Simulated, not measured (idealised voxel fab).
Process module under the name voxel transistor to metal
cross-section cut | 145 nm wide | cells 5 nm
In what follows, cross-sections appear as grids of square cells, described through bands that run from the top down, where every band is one or more rows of cells. The band entry comprises the height of the band's top followed by the height of its bottom, expressed in nm, and subsequently the band's materials from left to right, each stated together with its width in nm. Where a single material is marked with the word "all across", that material fills the band from edge to edge. The word "blank" represents empty space. Height 0 is the level under which the wafer as received is all one material. The lowest band goes on downwards, as in "top 0, no bottom". Top row gets the first number, bottom row gets the second, and each row in between changes by the same step: that is how a band width like "30..40" works. Where a step carries "no modifications", the cross-section came out of it unchanged, cell for cell. Enclosed voids (no open way to top), threshold 8 cells or more, entry "Sealed internal voids", notation width x height at distance, distance from left edge, nm. Heads up: the bit after the settings on a step's line is the simulator's remark on that step. A step's line can hold "overlay nm"; with a mask on that step, the setting says how far right of the planned place the mask lay, while a negative setting says it lay to the left.

Plan:
1 RECEIVE | material Si
2 OXIDIZE | depth nm 5
3 CONFORMAL_DEP | material SiN | thk nm 15
4 DIRECTIONAL_DEP | material aC | thk nm 10
5 PATTERN | tone cover | mask id ACTIVE | material resist | width nm 100 | thk nm 30 | overlay nm 0
6 DIRECTIONAL_ETCH | etch materials aC | depth nm 10
7 STRIP | etch materials resist
8 DIRECTIONAL_ETCH | etch materials SiN | depth nm 15
9 DIRECTIONAL_ETCH | etch materials SiO2 | depth nm 5
10 DIRECTIONAL_ETCH | etch materials Si | depth nm 25
11 STRIP | etch materials aC
12 FILL_DEP | material SiO2 | thk nm 15
13 CMP | height nm 15
14 SELECTIVE_ETCH | etch materials SiO2 | depth nm 10
15 STRIP | etch materials SiN
16 SELECTIVE_ETCH | etch materials SiO2 | depth nm 5
17 OXIDIZE | depth nm 5
18 DIRECTIONAL_DEP | material polySi | thk nm 20
19 DIRECTIONAL_DEP | material SiCN | thk nm 15
20 PATTERN | tone cover | mask id GATE | material resist | width nm 20 | thk nm 15 | overlay nm 0
21 DIRECTIONAL_ETCH | etch materials SiCN | depth nm 25
22 DIRECTIONAL_ETCH | etch materials polySi | depth nm 30
23 STRIP | etch materials resist
24 CONFORMAL_DEP | material SiO2 | thk nm 5
25 DIRECTIONAL_ETCH | etch materials SiO2 | depth nm 5
26 CONFORMAL_DEP | material SiN | thk nm 5
27 DIRECTIONAL_ETCH | etch materials SiN | depth nm 5
28 DIRECTIONAL_ETCH | etch materials SiO2 | depth nm 5
29 DIRECTIONAL_ETCH | etch materials Si | depth nm 10
30 EPI | material nSi | thk nm 10
31 FILL_DEP | material SiO2 | thk nm 5
32 CMP | height nm 30
33 DIRECTIONAL_DEP | material SiO2 | thk nm 10
34 PATTERN | tone open | mask id CONTACT | material resist | width nm 30 | pitch nm 60 | thk nm 20 | overlay nm 0
35 DIRECTIONAL_ETCH | etch materials SiO2 | depth nm 50
36 STRIP | etch materials resist
37 CONFORMAL_DEP | material TiN | thk nm 5
38 FILL_DEP | material W | thk nm 10
39 CMP | height nm 40
40 CONFORMAL_DEP | material SiCN | thk nm 5
41 DIRECTIONAL_DEP | material lowk | thk nm 15
42 PATTERN | tone open | mask id METAL_1 | material resist | width nm 20 | pitch nm 70 | thk nm 15 | overlay nm 0
43 DIRECTIONAL_ETCH | etch materials lowk | depth nm 15
44 DIRECTIONAL_ETCH | etch materials SiCN | depth nm 5
45 STRIP | etch materials resist
46 CONFORMAL_DEP | material TiN | thk nm 5
47 FILL_DEP | material Cu | thk nm 10
48 CMP | height nm 60
49 CONFORMAL_DEP | material SiCN | thk nm 5
50 DIRECTIONAL_DEP | material SiO2 | thk nm 35
51 DIRECTIONAL_DEP | material aC | thk nm 10
52 PATTERN | tone open | mask id METAL_2_HOLES | material resist | width nm 15 | pitch nm 70 | thk nm 25 | overlay nm 0
53 DIRECTIONAL_ETCH | etch materials aC | depth nm 10
54 STRIP | etch materials resist
55 DIRECTIONAL_ETCH | etch materials SiO2 | depth nm 35
56 STRIP | etch materials aC
57 PATTERN | tone open | mask id METAL_2 | material resist | width nm 20 | pitch nm 70 | thk nm 15 | overlay nm 0
58 DIRECTIONAL_ETCH | etch materials SiO2 | depth nm 20
59 DIRECTIONAL_ETCH | etch materials SiCN | depth nm 5
60 STRIP | etch materials resist
61 CONFORMAL_DEP | material TiN | thk nm 5
62 FILL_DEP | material Cu | thk nm 10
63 CMP | height nm 100
64 CONFORMAL_DEP | material SiN | thk nm 5

Here's what the wafer looked like in cross-section when it arrived - that's after step 1:
- top 0, no bottom  Si all across
- Sealed internal voids: none

Looking at the first of two wafers in cross-section at end of module - ran to plan:
- top 105, bottom 100  SiN all across
- top 100, bottom 85  SiO2 (25)  TiN (5)  Cu (10)  TiN (5)  SiO2 (50)  TiN (5)  Cu (10)  TiN (5)  SiO2 (30)
- top 85, bottom 80  SiO2 (25)  TiN (5)  Cu (5)  TiN (10)  SiO2 (50)  TiN (5)  Cu (5)  TiN (10)  SiO2 (30)
- top 80, bottom 65  SiO2 (25)  TiN (5)  Cu (5)  TiN (5)  SiO2 (55)  TiN (5)  Cu (5)  TiN (5)  SiO2 (35)
- top 65, bottom 60  SiCN (25)  TiN (15)  SiCN (55)  TiN (15)  SiCN (35)
- top 60, bottom 45  lowk (25)  TiN (5)  Cu (10)  TiN (5)  lowk (50)  TiN (5)  Cu (10)  TiN (5)  lowk (30)
- top 45, bottom 40  SiCN (25)  TiN (20)  SiCN (50)  TiN (20)  SiCN (30)
- top 40, bottom 30  SiO2 (25)  TiN (5)  W (20..15)  TiN (5..10)  SiO2 (30)  TiN (5..10)  W (20..15)  TiN (5)  SiO2 (30)
- top 30, bottom 15  SiO2 (25)  TiN (5)  W (15)  TiN (5)  SiN (5)  SiO2 (5)  SiCN (20)  SiO2 (5)  SiN (5)  TiN (5)  W (15)  TiN (5)  SiO2 (30)
- top 15, bottom 5  SiO2 (25)  TiN (5)  W (15)  TiN (5)  SiN (5)  SiO2 (5)  polySi (20)  SiO2 (5)  SiN (5)  TiN (5)  W (15)  TiN (5)  SiO2 (30)
- top 5, bottom 0  SiO2 (25)  TiN (25)  SiN (5)  SiO2 (5)  polySi (20)  SiO2 (5)  SiN (5)  TiN (25)  SiO2 (30)
- top 0, bottom -5  SiO2 (20)  SiN (5)  nSi (10)  TiN (5)  nSi (10)  SiN (5)  SiO2 (5)  polySi (20)  SiO2 (5)  SiN (5)  nSi (10)  TiN (5)  nSi (10)  SiN (5)  SiO2 (25)
- top -5, bottom -10  SiO2 (25)  nSi (10)  TiN (5)  nSi (10)  SiO2 (40)  nSi (10)  TiN (5)  nSi (10)  SiO2 (30)
- top -10, bottom -20  SiO2 (20)  Si (5)  nSi (25)  Si (40)  nSi (25)  Si (5)  SiO2 (25)
- top -20, bottom -30  SiO2 (20)  Si (100)  SiO2 (25)
- top -30, no bottom  Si all across
- Sealed internal voids: none

Module end: cross-section of wafer two of two. Same start and process plan as the first wafer. One mistake during execution:
- top 105, bottom 100  SiN all across
- top 100, bottom 85  Cu (35)  TiN (5)  SiO2 (5)  TiN (5)  Cu (55)  TiN (5)  SiO2 (5)  TiN (5)  Cu (25)
- top 85, bottom 80  TiN (30)  Cu (5)  TiN (5)  SiO2 (5)  TiN (55)  Cu (5)  TiN (5)  SiO2 (5)  TiN (30)
- top 80, bottom 70  SiO2 (25)  TiN (5)  Cu (5)  TiN (5)  SiO2 (55)  TiN (5)  Cu (5)  TiN (5)  SiO2 (35)
- top 70, bottom 65  SiO2 (25)  TiN (15)  SiO2 (55)  TiN (15)  SiO2 (35)
- top 65, bottom 60  SiCN all across
- top 60, bottom 45  lowk (25)  TiN (5)  Cu (10)  TiN (5)  lowk (50)  TiN (5)  Cu (10)  TiN (5)  lowk (30)
- top 45, bottom 40  SiCN (25)  TiN (20)  SiCN (50)  TiN (20)  SiCN (30)
- top 40, bottom 30  SiO2 (25)  TiN (5)  W (20..15)  TiN (5..10)  SiO2 (30)  TiN (5..10)  W (20..15)  TiN (5)  SiO2 (30)
- top 30, bottom 15  SiO2 (25)  TiN (5)  W (15)  TiN (5)  SiN (5)  SiO2 (5)  SiCN (20)  SiO2 (5)  SiN (5)  TiN (5)  W (15)  TiN (5)  SiO2 (30)
- top 15, bottom 5  SiO2 (25)  TiN (5)  W (15)  TiN (5)  SiN (5)  SiO2 (5)  polySi (20)  SiO2 (5)  SiN (5)  TiN (5)  W (15)  TiN (5)  SiO2 (30)
- top 5, bottom 0  SiO2 (25)  TiN (25)  SiN (5)  SiO2 (5)  polySi (20)  SiO2 (5)  SiN (5)  TiN (25)  SiO2 (30)
- top 0, bottom -5  SiO2 (20)  SiN (5)  nSi (10)  TiN (5)  nSi (10)  SiN (5)  SiO2 (5)  polySi (20)  SiO2 (5)  SiN (5)  nSi (10)  TiN (5)  nSi (10)  SiN (5)  SiO2 (25)
- top -5, bottom -10  SiO2 (25)  nSi (10)  TiN (5)  nSi (10)  SiO2 (40)  nSi (10)  TiN (5)  nSi (10)  SiO2 (30)
- top -10, bottom -20  SiO2 (20)  Si (5)  nSi (25)  Si (40)  nSi (25)  Si (5)  SiO2 (25)
- top -20, bottom -30  SiO2 (20)  Si (100)  SiO2 (25)
- top -30, no bottom  Si all across
- Sealed internal voids: none
Error vs. plan: not per plan at step 57, really ran PATTERN | tone cover | mask id METAL_2 | material resist | width nm 20 | pitch nm 70 | thk nm 15 | overlay nm 0
Per the end-of-run cell counts, the second wafer holds more or fewer of some materials than the first: Cu: 55 more | SiCN: 6 more | SiO2: 76 fewer | TiN: 15 more
